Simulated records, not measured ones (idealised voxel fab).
This section sets out a process module, namely voxel wiring stack.
Cross-sectional view cut (width: 275 nm; square cell size: 5 nm).
Square cells in a grid make up a cross-section in this document, and the grid is given as bands, listed from the top down, each one or more rows of cells.
A band entry consists of two parts. The first gives the height of the band's top and the height of its bottom, in nm. The rest lists the band's materials from left to right, each with its width in nm. A single material labelled with the word "throughout" fills the band from edge to edge, and the word "blank" marks empty space.
Height reference: 0 = level under which incoming wafer is all one material. Lowest band: no bottom, runs on downward, e.g. "from 0 down".
Width "30..40": first value at the band's top row of cells, second value at its bottom row, equal change from row to row.
Step marked "no change"? Then no cell in the cross-section changed in it.
So "Enclosed void inventory" is basically the list of trapped voids: any empty space of 8 cells or more that can't reach the top through an opening. They're written width x height at distance, the distance being from the left edge, and it's all nm.
Past the settings on a step's line: simulator remark, on that step.
On any step carrying a mask, the "overlay nm" setting, if present on the step's line, tells how far right of its planned place the mask lay; negative values point to the left.

# Below is the list of planned process steps
1,RECEIVE, material Si
2,CONFORMAL_DEP, material SiO2, thk nm 10
3,DIRECTIONAL_DEP, material TiN, thk nm 5
4,DIRECTIONAL_DEP, material W, thk nm 25
5,PATTERN, tone cover, mask id METAL_1, material resist, width nm 20, pitch nm 35, thk nm 15, overlay nm 0
6,DIRECTIONAL_ETCH, etch materials W, depth nm 25
7,DIRECTIONAL_ETCH, etch materials TiN, depth nm 5
8,STRIP, etch materials resist
9,FILL_DEP, material lowk, thk nm 5
10,CMP, height nm 40
11,CONFORMAL_DEP, material SiCN, thk nm 5
12,DIRECTIONAL_DEP, material SiO2, thk nm 15
13,PATTERN, tone open, mask id PLUG_1, material resist, width nm 15, pitch nm 70, thk nm 20, overlay nm 0
14,DIRECTIONAL_ETCH, etch materials SiO2, depth nm 15
15,DIRECTIONAL_ETCH, etch materials SiCN, depth nm 5
16,STRIP, etch materials resist
17,EPI, material Ru, thk nm 10
18,EPI, material Ru, thk nm 10
19,DIRECTIONAL_DEP, material TiN, thk nm 5
20,DIRECTIONAL_DEP, material W, thk nm 25
21,DIRECTIONAL_DEP, material aC, thk nm 15
22,PATTERN, tone cover, mask id METAL_2, material resist, width nm 20, pitch nm 35, thk nm 30, overlay nm 0
23,DIRECTIONAL_ETCH, etch materials aC, depth nm 15
24,STRIP, etch materials resist
25,DIRECTIONAL_ETCH, etch materials W, depth nm 25
26,DIRECTIONAL_ETCH, etch materials TiN, depth nm 5
27,STRIP, etch materials aC
28,FILL_DEP, material lowk, thk nm 5
29,CMP, height nm 90
30,CONFORMAL_DEP, material SiCN, thk nm 5
31,DIRECTIONAL_DEP, material SiO2, thk nm 10
32,DIRECTIONAL_DEP, material aC, thk nm 10
33,PATTERN, tone open, mask id PLUG_2, material resist, width nm 15, pitch nm 70, thk nm 25, overlay nm 0
34,DIRECTIONAL_ETCH, etch materials aC, depth nm 10
35,STRIP, etch materials resist
36,DIRECTIONAL_ETCH, etch materials SiO2, depth nm 10
37,DIRECTIONAL_ETCH, etch materials SiCN, depth nm 5
38,STRIP, etch materials aC
39,CONFORMAL_DEP, material TiN, thk nm 5
40,FILL_DEP, material Ru, thk nm 5
41,CMP, height nm 105
42,CONFORMAL_DEP, material SiN, thk nm 5
43,DIRECTIONAL_DEP, material SiO2, thk nm 15
44,PATTERN, tone open, mask id METAL_3, material resist, width nm 20, pitch nm 35, thk nm 20, overlay nm 0
45,DIRECTIONAL_ETCH, etch materials SiO2, depth nm 15
46,DIRECTIONAL_ETCH, etch materials SiN, depth nm 5
47,STRIP, etch materials resist
48,CONFORMAL_DEP, material TiN, thk nm 5
49,FILL_DEP, material Cu, thk nm 10
50,CMP, height nm 125
51,EPI, material Ru, thk nm 5
52,FILL_DEP, material SiCN, thk nm 5

# The first of the two wafers, which ran as planned

# As received (post step 1): cross-section
- from 0 down = Si throughout
- Enclosed void inventory: none

# Cross-section of the wafer subsequent to step 2
- from 10 to 0 = SiO2 throughout
- below 0: unchanged

# Cross-section of the wafer subsequent to step 3
- from 15 to 10 = TiN throughout
- below 10: unchanged

# Cross-section of the wafer subsequent to step 4
- from 40 to 15 = W throughout
- below 15: unchanged

# Cross-section of the wafer subsequent to step 5
- from 55 to 40 = blank: 90, then resist: 20, then blank: 15, then resist: 20, then blank: 15, then resist: 20, then blank: 95
- below 40: unchanged

# Cross-section of the wafer subsequent to step 6
- from 55 to 40 = blank: 90, then resist: 20, then blank: 15, then resist: 20, then blank: 15, then resist: 20, then blank: 95
- from 40 to 15 = blank: 90, then W: 20, then blank: 15, then W: 20, then blank: 15, then W: 20, then blank: 95
- below 15: unchanged

# Cross-section of the wafer subsequent to step 7
- from 55 to 40 = blank: 90, then resist: 20, then blank: 15, then resist: 20, then blank: 15, then resist: 20, then blank: 95
- from 40 to 15 = blank: 90, then W: 20, then blank: 15, then W: 20, then blank: 15, then W: 20, then blank: 95
- from 15 to 10 = blank: 90, then TiN: 20, then blank: 15, then TiN: 20, then blank: 15, then TiN: 20, then blank: 95
- below 10: unchanged

# Cross-section of the wafer subsequent to step 8
- from 40 to 15 = blank: 90, then W: 20, then blank: 15, then W: 20, then blank: 15, then W: 20, then blank: 95
- below 15: unchanged

# Cross-section of the wafer subsequent to step 9
- from 45 to 40 = lowk throughout
- from 40 to 15 = lowk: 90, then W: 20, then lowk: 15, then W: 20, then lowk: 15, then W: 20, then lowk: 95
- from 15 to 10 = lowk: 90, then TiN: 20, then lowk: 15, then TiN: 20, then lowk: 15, then TiN: 20, then lowk: 95
- below 10: unchanged

# Cross-section of the wafer subsequent to step 10
- from 40 to 15 = lowk: 90, then W: 20, then lowk: 15, then W: 20, then lowk: 15, then W: 20, then lowk: 95
- below 15: unchanged

# Cross-section of the wafer subsequent to step 11
- from 45 to 40 = SiCN throughout
- below 40: unchanged

# Cross-section of the wafer subsequent to step 12
- from 60 to 45 = SiO2 throughout
- below 45: unchanged

# Cross-section of the wafer subsequent to step 13
- from 80 to 60 = resist: 90, then blank: 15, then resist: 55, then blank: 15, then resist: 100
- below 60: unchanged

# Cross-section of the wafer subsequent to step 14
- from 80 to 60 = resist: 90, then blank: 15, then resist: 55, then blank: 15, then resist: 100
- from 60 to 45 = SiO2: 90, then blank: 15, then SiO2: 55, then blank: 15, then SiO2: 100
- below 45: unchanged

# Cross-section of the wafer subsequent to step 15
- from 80 to 60 = resist: 90, then blank: 15, then resist: 55, then blank: 15, then resist: 100
- from 60 to 45 = SiO2: 90, then blank: 15, then SiO2: 55, then blank: 15, then SiO2: 100
- from 45 to 40 = SiCN: 90, then blank: 15, then SiCN: 55, then blank: 15, then SiCN: 100
- below 40: unchanged

# Cross-section of the wafer subsequent to step 16
- from 60 to 45 = SiO2: 90, then blank: 15, then SiO2: 55, then blank: 15, then SiO2: 100
- below 45: unchanged

# Cross-section of the wafer subsequent to step 17
- from 60 to 50 = SiO2: 90, then blank: 15, then SiO2: 55, then blank: 15, then SiO2: 100
- from 50 to 45 = SiO2: 90, then Ru: 15, then SiO2: 55, then Ru: 15, then SiO2: 100
- from 45 to 40 = SiCN: 90, then Ru: 15, then SiCN: 55, then Ru: 15, then SiCN: 100
- below 40: unchanged

# Cross-section of the wafer subsequent to step 18
- from 60 to 45 = SiO2: 90, then Ru: 15, then SiO2: 55, then Ru: 15, then SiO2: 100
- below 45: unchanged

# Cross-section of the wafer subsequent to step 19
- from 65 to 60 = TiN throughout
- below 60: unchanged

# Cross-section of the wafer subsequent to step 20
- from 90 to 65 = W throughout
- below 65: unchanged

# Cross-section of the wafer subsequent to step 21
- from 105 to 90 = aC throughout
- below 90: unchanged

# Cross-section of the wafer subsequent to step 22
- from 135 to 105 = blank: 90, then resist: 20, then blank: 15, then resist: 20, then blank: 15, then resist: 20, then blank: 95
- below 105: unchanged

# Cross-section of the wafer subsequent to step 23
- from 120 to 105 = blank: 90, then resist: 20, then blank: 15, then resist: 20, then blank: 15, then resist: 20, then blank: 95
- from 105 to 90 = blank: 90, then aC: 20, then blank: 15, then aC: 20, then blank: 15, then aC: 20, then blank: 95
- below 90: unchanged

# Cross-section of the wafer subsequent to step 24
- from 105 to 90 = blank: 90, then aC: 20, then blank: 15, then aC: 20, then blank: 15, then aC: 20, then blank: 95
- below 90: unchanged

# Cross-section of the wafer subsequent to step 25
- from 105 to 90 = blank: 90, then aC: 20, then blank: 15, then aC: 20, then blank: 15, then aC: 20, then blank: 95
- from 90 to 65 = blank: 90, then W: 20, then blank: 15, then W: 20, then blank: 15, then W: 20, then blank: 95
- below 65: unchanged

# Cross-section of the wafer subsequent to step 26
- from 105 to 90 = blank: 90, then aC: 20, then blank: 15, then aC: 20, then blank: 15, then aC: 20, then blank: 95
- from 90 to 65 = blank: 90, then W: 20, then blank: 15, then W: 20, then blank: 15, then W: 20, then blank: 95
- from 65 to 60 = blank: 90, then TiN: 20, then blank: 15, then TiN: 20, then blank: 15, then TiN: 20, then blank: 95
- below 60: unchanged

# Cross-section of the wafer subsequent to step 27
- from 90 to 65 = blank: 90, then W: 20, then blank: 15, then W: 20, then blank: 15, then W: 20, then blank: 95
- below 65: unchanged

# Cross-section of the wafer subsequent to step 28
- from 95 to 90 = lowk throughout
- from 90 to 65 = lowk: 90, then W: 20, then lowk: 15, then W: 20, then lowk: 15, then W: 20, then lowk: 95
- from 65 to 60 = lowk: 90, then TiN: 20, then lowk: 15, then TiN: 20, then lowk: 15, then TiN: 20, then lowk: 95
- below 60: unchanged

# Cross-section of the wafer subsequent to step 29
- from 90 to 65 = lowk: 90, then W: 20, then lowk: 15, then W: 20, then lowk: 15, then W: 20, then lowk: 95
- below 65: unchanged

# Cross-section of the wafer subsequent to step 30
- from 95 to 90 = SiCN throughout
- below 90: unchanged

# Cross-section of the wafer subsequent to step 31
- from 105 to 95 = SiO2 throughout
- below 95: unchanged

# Cross-section of the wafer subsequent to step 32
- from 115 to 105 = aC throughout
- below 105: unchanged

# Cross-section of the wafer subsequent to step 33
- from 140 to 115 = resist: 90, then blank: 15, then resist: 55, then blank: 15, then resist: 100
- below 115: unchanged

# Cross-section of the wafer subsequent to step 34
- from 130 to 115 = resist: 90, then blank: 15, then resist: 55, then blank: 15, then resist: 100
- from 115 to 105 = aC: 90, then blank: 15, then aC: 55, then blank: 15, then aC: 100
- below 105: unchanged

# Cross-section of the wafer subsequent to step 35
- from 115 to 105 = aC: 90, then blank: 15, then aC: 55, then blank: 15, then aC: 100
- below 105: unchanged

# Cross-section of the wafer subsequent to step 36
- from 115 to 105 = aC: 90, then blank: 15, then aC: 55, then blank: 15, then aC: 100
- from 105 to 95 = SiO2: 90, then blank: 15, then SiO2: 55, then blank: 15, then SiO2: 100
- below 95: unchanged

# Cross-section of the wafer subsequent to step 37
- from 115 to 105 = aC: 90, then blank: 15, then aC: 55, then blank: 15, then aC: 100
- from 105 to 95 = SiO2: 90, then blank: 15, then SiO2: 55, then blank: 15, then SiO2: 100
- from 95 to 90 = SiCN: 90, then blank: 15, then SiCN: 55, then blank: 15, then SiCN: 100
- below 90: unchanged

# Cross-section of the wafer subsequent to step 38
- from 105 to 95 = SiO2: 90, then blank: 15, then SiO2: 55, then blank: 15, then SiO2: 100
- below 95: unchanged

# Cross-section of the wafer subsequent to step 39
- from 110 to 105 = TiN: 95, then blank: 5, then TiN: 65, then blank: 5, then TiN: 105
- from 105 to 95 = SiO2: 90, then TiN: 5, then blank: 5, then TiN: 5, then SiO2: 55, then TiN: 5, then blank: 5, then TiN: 5, then SiO2: 100
- from 95 to 90 = SiCN: 90, then TiN: 15, then SiCN: 55, then TiN: 15, then SiCN: 100
- below 90: unchanged

# Cross-section of the wafer subsequent to step 40
- from 115 to 110 = Ru throughout
- from 110 to 105 = TiN: 95, then Ru: 5, then TiN: 65, then Ru: 5, then TiN: 105
- from 105 to 95 = SiO2: 90, then TiN: 5, then Ru: 5, then TiN: 5, then SiO2: 55, then TiN: 5, then Ru: 5, then TiN: 5, then SiO2: 100
- below 95: unchanged

# Cross-section of the wafer subsequent to step 41
- from 105 to 95 = SiO2: 90, then TiN: 5, then Ru: 5, then TiN: 5, then SiO2: 55, then TiN: 5, then Ru: 5, then TiN: 5, then SiO2: 100
- below 95: unchanged

# Cross-section of the wafer subsequent to step 42
- from 110 to 105 = SiN throughout
- below 105: unchanged

# Cross-section of the wafer subsequent to step 43
- from 125 to 110 = SiO2 throughout
- below 110: unchanged

# Cross-section of the wafer subsequent to step 44
- from 145 to 125 = resist: 90, then blank: 20, then resist: 15, then blank: 20, then resist: 15, then blank: 20, then resist: 95
- below 125: unchanged

# Cross-section of the wafer subsequent to step 45
- from 145 to 125 = resist: 90, then blank: 20, then resist: 15, then blank: 20, then resist: 15, then blank: 20, then resist: 95
- from 125 to 110 = SiO2: 90, then blank: 20, then SiO2: 15, then blank: 20, then SiO2: 15, then blank: 20, then SiO2: 95
- below 110: unchanged

# Cross-section of the wafer subsequent to step 46
- from 145 to 125 = resist: 90, then blank: 20, then resist: 15, then blank: 20, then resist: 15, then blank: 20, then resist: 95
- from 125 to 110 = SiO2: 90, then blank: 20, then SiO2: 15, then blank: 20, then SiO2: 15, then blank: 20, then SiO2: 95
- from 110 to 105 = SiN: 90, then blank: 20, then SiN: 15, then blank: 20, then SiN: 15, then blank: 20, then SiN: 95
- below 105: unchanged

# Cross-section of the wafer subsequent to step 47
- from 125 to 110 = SiO2: 90, then blank: 20, then SiO2: 15, then blank: 20, then SiO2: 15, then blank: 20, then SiO2: 95
- below 110: unchanged

# Cross-section of the wafer subsequent to step 48
- from 130 to 125 = TiN: 95, then blank: 10, then TiN: 25, then blank: 10, then TiN: 25, then blank: 10, then TiN: 100
- from 125 to 110 = SiO2: 90, then TiN: 5, then blank: 10, then TiN: 5, then SiO2: 15, then TiN: 5, then blank: 10, then TiN: 5, then SiO2: 15, then TiN: 5, then blank: 10, then TiN: 5, then SiO2: 95
- from 110 to 105 = SiN: 90, then TiN: 20, then SiN: 15, then TiN: 20, then SiN: 15, then TiN: 20, then SiN: 95
- below 105: unchanged

# Cross-section of the wafer subsequent to step 49
- from 140 to 130 = Cu throughout
- from 130 to 125 = TiN: 95, then Cu: 10, then TiN: 25, then Cu: 10, then TiN: 25, then Cu: 10, then TiN: 100
- from 125 to 110 = SiO2: 90, then TiN: 5, then Cu: 10, then TiN: 5, then SiO2: 15, then TiN: 5, then Cu: 10, then TiN: 5, then SiO2: 15, then TiN: 5, then Cu: 10, then TiN: 5, then SiO2: 95
- below 110: unchanged

# Cross-section of the wafer subsequent to step 50
- from 125 to 110 = SiO2: 90, then TiN: 5, then Cu: 10, then TiN: 5, then SiO2: 15, then TiN: 5, then Cu: 10, then TiN: 5, then SiO2: 15, then TiN: 5, then Cu: 10, then TiN: 5, then SiO2: 95
- below 110: unchanged

# Cross-section of the wafer subsequent to step 51
- from 130 to 125 = blank: 85, then Ru: 30, then blank: 5, then Ru: 30, then blank: 5, then Ru: 30, then blank: 90
- below 125: unchanged

# Cross-section of the wafer subsequent to step 52
- from 135 to 130 = SiCN throughout
- from 130 to 125 = SiCN: 85, then Ru: 30, then SiCN: 5, then Ru: 30, then SiCN: 5, then Ru: 30, then SiCN: 90
- below 125: unchanged

# Second Wafer (Identical Start and Plan, One Processing Error; Matches First Wafer Through Step 17)

# Second wafer at the planned finish of step 18, seen in cross-section
- from 65 to 60 = TiN: 90, then blank: 15, then TiN: 55, then blank: 15, then TiN: 100
- from 60 to 55 = SiO2: 90, then blank: 15, then SiO2: 55, then blank: 15, then SiO2: 100
- from 55 to 50 = SiO2: 90, then TiN: 15, then SiO2: 55, then TiN: 15, then SiO2: 100
- below 50: unchanged

# Second wafer at the planned finish of step 19, seen in cross-section
- from 75 to 65 = Ru throughout
- from 65 to 60 = TiN: 90, then Ru: 15, then TiN: 55, then Ru: 15, then TiN: 100
- from 60 to 55 = SiO2: 90, then Ru: 15, then SiO2: 55, then Ru: 15, then SiO2: 100
- below 55: unchanged

# Second wafer at the planned finish of step 20, seen in cross-section
- from 100 to 75 = W throughout
- below 75: unchanged

# Second wafer at the planned finish of step 21, seen in cross-section
- from 115 to 100 = aC throughout
- below 100: unchanged

# Second wafer at the planned finish of step 22, seen in cross-section
- from 145 to 115 = blank: 90, then resist: 20, then blank: 15, then resist: 20, then blank: 15, then resist: 20, then blank: 95
- below 115: unchanged

# Second wafer at the planned finish of step 23, seen in cross-section
- from 130 to 115 = blank: 90, then resist: 20, then blank: 15, then resist: 20, then blank: 15, then resist: 20, then blank: 95
- from 115 to 100 = blank: 90, then aC: 20, then blank: 15, then aC: 20, then blank: 15, then aC: 20, then blank: 95
- below 100: unchanged

# Second wafer at the planned finish of step 24, seen in cross-section
- from 115 to 100 = blank: 90, then aC: 20, then blank: 15, then aC: 20, then blank: 15, then aC: 20, then blank: 95
- below 100: unchanged

# Second wafer at the planned finish of step 25, seen in cross-section
- from 115 to 100 = blank: 90, then aC: 20, then blank: 15, then aC: 20, then blank: 15, then aC: 20, then blank: 95
- from 100 to 75 = blank: 90, then W: 20, then blank: 15, then W: 20, then blank: 15, then W: 20, then blank: 95
- below 75: unchanged

Second wafer at the planned finish of step 26, seen in cross-section: no change

# Second wafer at the planned finish of step 27, seen in cross-section
- from 100 to 75 = blank: 90, then W: 20, then blank: 15, then W: 20, then blank: 15, then W: 20, then blank: 95
- below 75: unchanged

# Second wafer at the planned finish of step 28, seen in cross-section
- from 105 to 100 = lowk throughout
- from 100 to 75 = lowk: 90, then W: 20, then lowk: 15, then W: 20, then lowk: 15, then W: 20, then lowk: 95
- below 75: unchanged

# Second wafer at the planned finish of step 29, seen in cross-section
- from 90 to 75 = lowk: 90, then W: 20, then lowk: 15, then W: 20, then lowk: 15, then W: 20, then lowk: 95
- below 75: unchanged

# Second wafer at the planned finish of step 30, seen in cross-section
- from 95 to 90 = SiCN throughout
- below 90: unchanged

# Second wafer at the planned finish of step 31, seen in cross-section
- from 105 to 95 = SiO2 throughout
- below 95: unchanged

# Second wafer at the planned finish of step 32, seen in cross-section
- from 115 to 105 = aC throughout
- below 105: unchanged

# Second wafer at the planned finish of step 33, seen in cross-section
- from 140 to 115 = resist: 90, then blank: 15, then resist: 55, then blank: 15, then resist: 100
- below 115: unchanged

# Second wafer at the planned finish of step 34, seen in cross-section
- from 130 to 115 = resist: 90, then blank: 15, then resist: 55, then blank: 15, then resist: 100
- from 115 to 105 = aC: 90, then blank: 15, then aC: 55, then blank: 15, then aC: 100
- below 105: unchanged

# Second wafer at the planned finish of step 35, seen in cross-section
- from 115 to 105 = aC: 90, then blank: 15, then aC: 55, then blank: 15, then aC: 100
- below 105: unchanged

# Second wafer at the planned finish of step 36, seen in cross-section
- from 115 to 105 = aC: 90, then blank: 15, then aC: 55, then blank: 15, then aC: 100
- from 105 to 95 = SiO2: 90, then blank: 15, then SiO2: 55, then blank: 15, then SiO2: 100
- below 95: unchanged

# Second wafer at the planned finish of step 37, seen in cross-section
- from 115 to 105 = aC: 90, then blank: 15, then aC: 55, then blank: 15, then aC: 100
- from 105 to 95 = SiO2: 90, then blank: 15, then SiO2: 55, then blank: 15, then SiO2: 100
- from 95 to 90 = SiCN: 90, then blank: 15, then SiCN: 55, then blank: 15, then SiCN: 100
- below 90: unchanged

# Second wafer at the planned finish of step 38, seen in cross-section
- from 105 to 95 = SiO2: 90, then blank: 15, then SiO2: 55, then blank: 15, then SiO2: 100
- below 95: unchanged

# Second wafer at the planned finish of step 39, seen in cross-section
- from 110 to 105 = TiN: 95, then blank: 5, then TiN: 65, then blank: 5, then TiN: 105
- from 105 to 95 = SiO2: 90, then TiN: 5, then blank: 5, then TiN: 5, then SiO2: 55, then TiN: 5, then blank: 5, then TiN: 5, then SiO2: 100
- from 95 to 90 = SiCN: 90, then TiN: 15, then SiCN: 55, then TiN: 15, then SiCN: 100
- below 90: unchanged

# Second wafer at the planned finish of step 40, seen in cross-section
- from 115 to 110 = Ru throughout
- from 110 to 105 = TiN: 95, then Ru: 5, then TiN: 65, then Ru: 5, then TiN: 105
- from 105 to 95 = SiO2: 90, then TiN: 5, then Ru: 5, then TiN: 5, then SiO2: 55, then TiN: 5, then Ru: 5, then TiN: 5, then SiO2: 100
- below 95: unchanged

# Second wafer at the planned finish of step 41, seen in cross-section
- from 105 to 95 = SiO2: 90, then TiN: 5, then Ru: 5, then TiN: 5, then SiO2: 55, then TiN: 5, then Ru: 5, then TiN: 5, then SiO2: 100
- below 95: unchanged

# Second wafer at the planned finish of step 42, seen in cross-section
- from 110 to 105 = SiN throughout
- below 105: unchanged

# Second wafer at the planned finish of step 43, seen in cross-section
- from 125 to 110 = SiO2 throughout
- below 110: unchanged

# Second wafer at the planned finish of step 44, seen in cross-section
- from 145 to 125 = resist: 90, then blank: 20, then resist: 15, then blank: 20, then resist: 15, then blank: 20, then resist: 95
- below 125: unchanged

# Second wafer at the planned finish of step 45, seen in cross-section
- from 145 to 125 = resist: 90, then blank: 20, then resist: 15, then blank: 20, then resist: 15, then blank: 20, then resist: 95
- from 125 to 110 = SiO2: 90, then blank: 20, then SiO2: 15, then blank: 20, then SiO2: 15, then blank: 20, then SiO2: 95
- below 110: unchanged

# Second wafer at the planned finish of step 46, seen in cross-section
- from 145 to 125 = resist: 90, then blank: 20, then resist: 15, then blank: 20, then resist: 15, then blank: 20, then resist: 95
- from 125 to 110 = SiO2: 90, then blank: 20, then SiO2: 15, then blank: 20, then SiO2: 15, then blank: 20, then SiO2: 95
- from 110 to 105 = SiN: 90, then blank: 20, then SiN: 15, then blank: 20, then SiN: 15, then blank: 20, then SiN: 95
- below 105: unchanged

# Second wafer at the planned finish of step 47, seen in cross-section
- from 125 to 110 = SiO2: 90, then blank: 20, then SiO2: 15, then blank: 20, then SiO2: 15, then blank: 20, then SiO2: 95
- below 110: unchanged

# Second wafer at the planned finish of step 48, seen in cross-section
- from 130 to 125 = TiN: 95, then blank: 10, then TiN: 25, then blank: 10, then TiN: 25, then blank: 10, then TiN: 100
- from 125 to 110 = SiO2: 90, then TiN: 5, then blank: 10, then TiN: 5, then SiO2: 15, then TiN: 5, then blank: 10, then TiN: 5, then SiO2: 15, then TiN: 5, then blank: 10, then TiN: 5, then SiO2: 95
- from 110 to 105 = SiN: 90, then TiN: 20, then SiN: 15, then TiN: 20, then SiN: 15, then TiN: 20, then SiN: 95
- below 105: unchanged

# Second wafer at the planned finish of step 49, seen in cross-section
- from 140 to 130 = Cu throughout
- from 130 to 125 = TiN: 95, then Cu: 10, then TiN: 25, then Cu: 10, then TiN: 25, then Cu: 10, then TiN: 100
- from 125 to 110 = SiO2: 90, then TiN: 5, then Cu: 10, then TiN: 5, then SiO2: 15, then TiN: 5, then Cu: 10, then TiN: 5, then SiO2: 15, then TiN: 5, then Cu: 10, then TiN: 5, then SiO2: 95
- below 110: unchanged

# Second wafer at the planned finish of step 50, seen in cross-section
- from 125 to 110 = SiO2: 90, then TiN: 5, then Cu: 10, then TiN: 5, then SiO2: 15, then TiN: 5, then Cu: 10, then TiN: 5, then SiO2: 15, then TiN: 5, then Cu: 10, then TiN: 5, then SiO2: 95
- below 110: unchanged

# Second wafer at the planned finish of step 51, seen in cross-section
- from 130 to 125 = blank: 85, then Ru: 30, then blank: 5, then Ru: 30, then blank: 5, then Ru: 30, then blank: 90
- below 125: unchanged

# Second wafer at the planned finish of step 52, seen in cross-section
- from 135 to 130 = SiCN throughout
- from 130 to 125 = SiCN: 85, then Ru: 30, then SiCN: 5, then Ru: 30, then SiCN: 5, then Ru: 30, then SiCN: 90
- below 125: unchanged
Deviation noted in wafer processing: step 18 ran in the slot meant for step 19, and vice versa
Final difference in cells, second wafer against first, listed per material as more or fewer: Ru: 110 more; TiN: 43 more; W: 24 fewer; lowk: 129 fewer
